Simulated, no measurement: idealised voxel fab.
process module | voxel ribs on slabs
cross-section cut | 220 nm wide | cells 5 nm
A cross-section is a grid of square cells, given in bands from the top down. A band is one or more rows of cells.
Each band's line starts with the height of the band's top and of its bottom, in nm. Then come its materials from left to right, each with its width in nm. One material with "throughout" fills the band from edge to edge. "air" is empty space.
Height 0 is the level under which the wafer as received is all one material. The lowest band goes on downwards, as in "0 down".
A width such as "30 to 40" changes by the same amount from each row of cells to the next, from the band's top row to its bottom row.
"no change" after a step means that no cell of the cross-section changed.
closed voids: empty space of 8 cells or more with no open way to the top, each as width x height at its distance from the left edge, in nm
after a step's settings: what the simulator itself notes on the step
overlay nm, on a step with a mask: how far to the right of its planned place the mask lay; to the left if negative
plan
1 op RECEIVE | material Si
2 op DIRECTIONAL_DEP | material SiO2 | thk nm 20
3 op DIRECTIONAL_DEP | material polySi | thk nm 25
4 op MASKED_ETCH | tone cover | mask id RIB | width nm 20 | etch materials polySi | depth nm 15 | overlay nm 0
5 op PATTERN | tone cover | mask id SLAB | material resist | width nm 50 | thk nm 20 | overlay nm 0
6 op DIRECTIONAL_ETCH | etch materials polySi | depth nm 10
7 op STRIP | etch materials resist
8 op FILL_DEP | material SiO2 | thk nm 20
9 op CMP | height nm 60
10 op DIRECTIONAL_DEP | material W | thk nm 5
11 op PATTERN | tone cover | mask id HEATER | material resist | width nm 30 | thk nm 20 | overlay nm 0
12 op DIRECTIONAL_ETCH | etch materials W | depth nm 5
13 op STRIP | etch materials resist
14 op CONFORMAL_DEP | material SiN | thk nm 5
as received, after step 1
  0 down: Si throughout
  closed voids: none
first wafer at the end, as planned
  70 to 65: air 90 | SiN 40 | air 90
  65 to 60: SiN 95 | W 30 | SiN 95
  60 to 45: SiO2 throughout
  45 to 30: SiO2 100 | polySi 20 | SiO2 100
  30 to 20: SiO2 85 | polySi 50 | SiO2 85
  20 to 0: SiO2 throughout
  0 down: Si throughout
  closed voids: none
second wafer at the end: like start, like plan, one mistake
  65 to 60: air 95 | W 30 | air 95
  60 to 45: SiO2 throughout
  45 to 30: SiO2 100 | polySi 20 | SiO2 100
  30 to 20: SiO2 85 | polySi 50 | SiO2 85
  20 to 0: SiO2 throughout
  0 down: Si throughout
  closed voids: none
what went wrong: step 14 was left out
at the end the second wafer has, in cells: 46 fewer of SiN
